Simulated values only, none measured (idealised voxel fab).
process module | voxel released beams
cross-section cut | 290 nm wide | cells 5 nm
A cross-section is a grid of square cells, given in bands from the top down. A band is one or more rows of cells.
Each band's line starts with the height of the band's top and of its bottom, in nm. Then come its materials from left to right, each with its width in nm. One material with "throughout" fills the band from edge to edge. "air" is empty space.
Height 0 is the level under which the wafer as received is all one material. The lowest band goes on downwards, as in "0 down".
A width such as "30 to 40" changes by the same amount from each row of cells to the next, from the band's top row to its bottom row.
"no change" after a step means that no cell of the cross-section changed.
closed voids: empty space of 8 cells or more with no open way to the top, each as width x height at its distance from the left edge, in nm
after a step's settings: what the simulator itself notes on the step
overlay nm, on a step with a mask: how far to the right of its planned place the mask lay; to the left if negative
plan
1 op RECEIVE | material Si
2 op CONFORMAL_DEP | material SiN | thk nm 5
3 op DIRECTIONAL_DEP | material SiO2 | thk nm 10
4 op MASKED_ETCH | tone open | mask id ANCHOR | width nm 30 | etch materials SiO2 | depth nm 10 | overlay nm 0
5 op CONFORMAL_DEP | material TiN | thk nm 10
6 op MASKED_ETCH | tone cover | mask id BEAM | width nm 100 | etch materials TiN | depth nm 10 | overlay nm 0
7 op STRIP | etch materials SiO2
as received, after step 1
  0 down: Si throughout
  closed voids: none
a wafer at the end: this start, this plan, one mistake
  25 to 15: air 90 | TiN 5 | air 10 | TiN 85 | air 100
  15 to 5: air 85 | TiN 30 | air 175
  5 to 0: SiN throughout
  0 down: Si throughout
  closed voids: none
what went wrong: step 4 ran as: op MASKED_ETCH | tone open | mask id ANCHOR | width nm 30 | etch materials SiO2 | depth nm 10 | overlay nm -10
